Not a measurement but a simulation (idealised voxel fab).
voxel gate over fins: a process module
Cross-sectional view cut (width: 220 nm; square cell size: 5 nm).
Heads up, the way a cross-section reads in here is a grid of square cells, handed over as bands from the top down, with every band being one or more rows of cells.
Band: top and bottom heights (nm) first, top before bottom; then materials from left to right, widths in nm. "throughout" marks a sole material filling the band edge to edge. "blank" denotes empty space.
Where do heights start? At 0: under that level the wafer as delivered is made of one material only. And the lowest band has no floor; it just carries on downward, as in "z 0 and below".
The notation "30 to 40" denotes a width that varies across the rows of cells in the band, beginning at the first number in the top row, finishing at the second number in the bottom row, and changing by an identical amount from each row to the next.
The designation "stayed the same", where it is given for a processing step, indicates that no cell of the cross-section was altered in the course of that step.
Entry "Cavities, sealed" = empty spaces >= 8 cells with no open way to the top; each as width x height at distance, distance from left edge, all nm.
It should be noted that, on the line of a given step, the content following the step's settings is a remark produced by the simulator itself with respect to that step.
"overlay nm" on a masked step: distance the mask lay right of its planned place, negative for left.
These are the steps we planned for the process
1. op RECEIVE | material Si
2. op CONFORMAL_DEP | material SiN | thk nm 10
3. op DIRECTIONAL_DEP | material aC | thk nm 15
4. op PATTERN | tone cover | mask id FINS | material resist | width nm 15 | pitch nm 40 | thk nm 35 | overlay nm 0
5. op DIRECTIONAL_ETCH | etch materials aC | depth nm 15
6. op STRIP | etch materials resist
7. op DIRECTIONAL_ETCH | etch materials SiN | depth nm 10
8. op DIRECTIONAL_ETCH | etch materials Si | depth nm 40
9. op STRIP | etch materials aC
10. op OXIDIZE | depth nm 5
11. op FILL_DEP | material SiO2 | thk nm 5
12. op CMP | height nm 10
13. op SELECTIVE_ETCH | etch materials SiO2 | depth nm 25
14. op STRIP | etch materials SiN
15. op CONFORMAL_DEP | material HfO2 | thk nm 5
16. op CONFORMAL_DEP | material TiN | thk nm 5
17. op CONFORMAL_DEP | material TiAl | thk nm 5
18. op CONFORMAL_DEP | material TiN | thk nm 5
19. op FILL_DEP | material W | thk nm 15
20. op CMP | height nm 30
21. op CONFORMAL_DEP | material SiCN | thk nm 5
The cross-section here shows the wafer as received, i.e. in its state after step 1
> z 0 and below  Si throughout
> Cavities, sealed: none
End-of-module cross-section of the first of two wafers, processed as planned
> z 35 to 30  SiCN throughout
> z 30 to 20  W throughout
> z 20 to 15  25 W, then 165 TiN, then 30 W
> z 15 to 10  25 W, then 5 TiN, then 35 TiAl, then 5 TiN, then 35 TiAl, then 5 TiN, then 35 TiAl, then 5 TiN, then 35 TiAl, then 5 TiN, then 30 W
> z 10 to 5  25 W, then 5 TiN, then 5 TiAl, then 25 TiN, then 5 TiAl, then 5 TiN, then 5 TiAl, then 25 TiN, then 5 TiAl, then 5 TiN, then 5 TiAl, then 25 TiN, then 5 TiAl, then 5 TiN, then 5 TiAl, then 25 TiN, then 5 TiAl, then 5 TiN, then 30 W
> z 5 to 0  30 TiN, then 5 TiAl, then 5 TiN, then 15 HfO2, then 5 TiN, then 5 TiAl, then 5 TiN, then 5 TiAl, then 5 TiN, then 15 HfO2, then 5 TiN, then 5 TiAl, then 5 TiN, then 5 TiAl, then 5 TiN, then 15 HfO2, then 5 TiN, then 5 TiAl, then 5 TiN, then 5 TiAl, then 5 TiN, then 15 HfO2, then 5 TiN, then 5 TiAl, then 35 TiN
> z 0 to -5  35 TiAl, then 5 TiN, then 5 HfO2, then 5 Si, then 5 HfO2, then 5 TiN, then 15 TiAl, then 5 TiN, then 5 HfO2, then 5 Si, then 5 HfO2, then 5 TiN, then 15 TiAl, then 5 TiN, then 5 HfO2, then 5 Si, then 5 HfO2, then 5 TiN, then 15 TiAl, then 5 TiN, then 5 HfO2, then 5 Si, then 5 HfO2, then 5 TiN, then 40 TiAl
> z -5 to -10  40 TiN, then 5 HfO2, then 5 Si, then 5 HfO2, then 25 TiN, then 5 HfO2, then 5 Si, then 5 HfO2, then 25 TiN, then 5 HfO2, then 5 Si, then 5 HfO2, then 25 TiN, then 5 HfO2, then 5 Si, then 5 HfO2, then 45 TiN
> z -10 to -15  45 HfO2, then 5 Si, then 35 HfO2, then 5 Si, then 35 HfO2, then 5 Si, then 35 HfO2, then 5 Si, then 50 HfO2
> z -15 to -45  45 SiO2, then 5 Si, then 35 SiO2, then 5 Si, then 35 SiO2, then 5 Si, then 35 SiO2, then 5 Si, then 50 SiO2
> z -45 and below  Si throughout
> Cavities, sealed: none
Here's the second of our two wafers sectioned at module end. Same start as the first, same plan, but one mistake got made running it
> z 35 to 30  SiCN throughout
> z 30 to 20  W throughout
> z 20 to 15  25 W, then 165 TiN, then 30 W
> z 15 to 10  25 W, then 5 TiN, then 35 TiAl, then 5 TiN, then 35 TiAl, then 5 TiN, then 35 TiAl, then 5 TiN, then 35 TiAl, then 5 TiN, then 30 W
> z 10 to 5  25 W, then 5 TiN, then 5 TiAl, then 25 TiN, then 5 TiAl, then 5 TiN, then 5 TiAl, then 25 TiN, then 5 TiAl, then 5 TiN, then 5 TiAl, then 25 TiN, then 5 TiAl, then 5 TiN, then 5 TiAl, then 25 TiN, then 5 TiAl, then 5 TiN, then 30 W
> z 5 to 0  25 W, then 5 TiN, then 5 TiAl, then 5 TiN, then 15 HfO2, then 5 TiN, then 5 TiAl, then 5 TiN, then 5 TiAl, then 5 TiN, then 15 HfO2, then 5 TiN, then 5 TiAl, then 5 TiN, then 5 TiAl, then 5 TiN, then 15 HfO2, then 5 TiN, then 5 TiAl, then 5 TiN, then 5 TiAl, then 5 TiN, then 15 HfO2, then 5 TiN, then 5 TiAl, then 5 TiN, then 30 W
> z 0 to -20  25 W, then 5 TiN, then 5 TiAl, then 5 TiN, then 5 HfO2, then 5 Si, then 5 HfO2, then 5 TiN, then 5 TiAl, then 5 TiN, then 5 TiAl, then 5 TiN, then 5 HfO2, then 5 Si, then 5 HfO2, then 5 TiN, then 5 TiAl, then 5 TiN, then 5 TiAl, then 5 TiN, then 5 HfO2, then 5 Si, then 5 HfO2, then 5 TiN, then 5 TiAl, then 5 TiN, then 5 TiAl, then 5 TiN, then 5 HfO2, then 5 Si, then 5 HfO2, then 5 TiN, then 5 TiAl, then 5 TiN, then 30 W
> z -20 to -25  30 TiN, then 5 TiAl, then 5 TiN, then 5 HfO2, then 5 Si, then 5 HfO2, then 5 TiN, then 5 TiAl, then 5 TiN, then 5 TiAl, then 5 TiN, then 5 HfO2, then 5 Si, then 5 HfO2, then 5 TiN, then 5 TiAl, then 5 TiN, then 5 TiAl, then 5 TiN, then 5 HfO2, then 5 Si, then 5 HfO2, then 5 TiN, then 5 TiAl, then 5 TiN, then 5 TiAl, then 5 TiN, then 5 HfO2, then 5 Si, then 5 HfO2, then 5 TiN, then 5 TiAl, then 35 TiN
> z -25 to -30  35 TiAl, then 5 TiN, then 5 HfO2, then 5 Si, then 5 HfO2, then 5 TiN, then 15 TiAl, then 5 TiN, then 5 HfO2, then 5 Si, then 5 HfO2, then 5 TiN, then 15 TiAl, then 5 TiN, then 5 HfO2, then 5 Si, then 5 HfO2, then 5 TiN, then 15 TiAl, then 5 TiN, then 5 HfO2, then 5 Si, then 5 HfO2, then 5 TiN, then 40 TiAl
> z -30 to -35  40 TiN, then 5 HfO2, then 5 Si, then 5 HfO2, then 25 TiN, then 5 HfO2, then 5 Si, then 5 HfO2, then 25 TiN, then 5 HfO2, then 5 Si, then 5 HfO2, then 25 TiN, then 5 HfO2, then 5 Si, then 5 HfO2, then 45 TiN
> z -35 to -40  45 HfO2, then 5 Si, then 35 HfO2, then 5 Si, then 35 HfO2, then 5 Si, then 35 HfO2, then 5 Si, then 50 HfO2
> z -40 to -45  45 SiO2, then 5 Si, then 35 SiO2, then 5 Si, then 35 SiO2, then 5 Si, then 35 SiO2, then 5 Si, then 50 SiO2
> z -45 and below  Si throughout
> Cavities, sealed: none
Plan not followed: heads up, step 13 of the plan got done twice
Looking at both finished wafers in cells, the second ends up ahead of or behind the first on some materials: HfO2 +40; SiO2 -200; TiAl +40; TiN +65; W +55
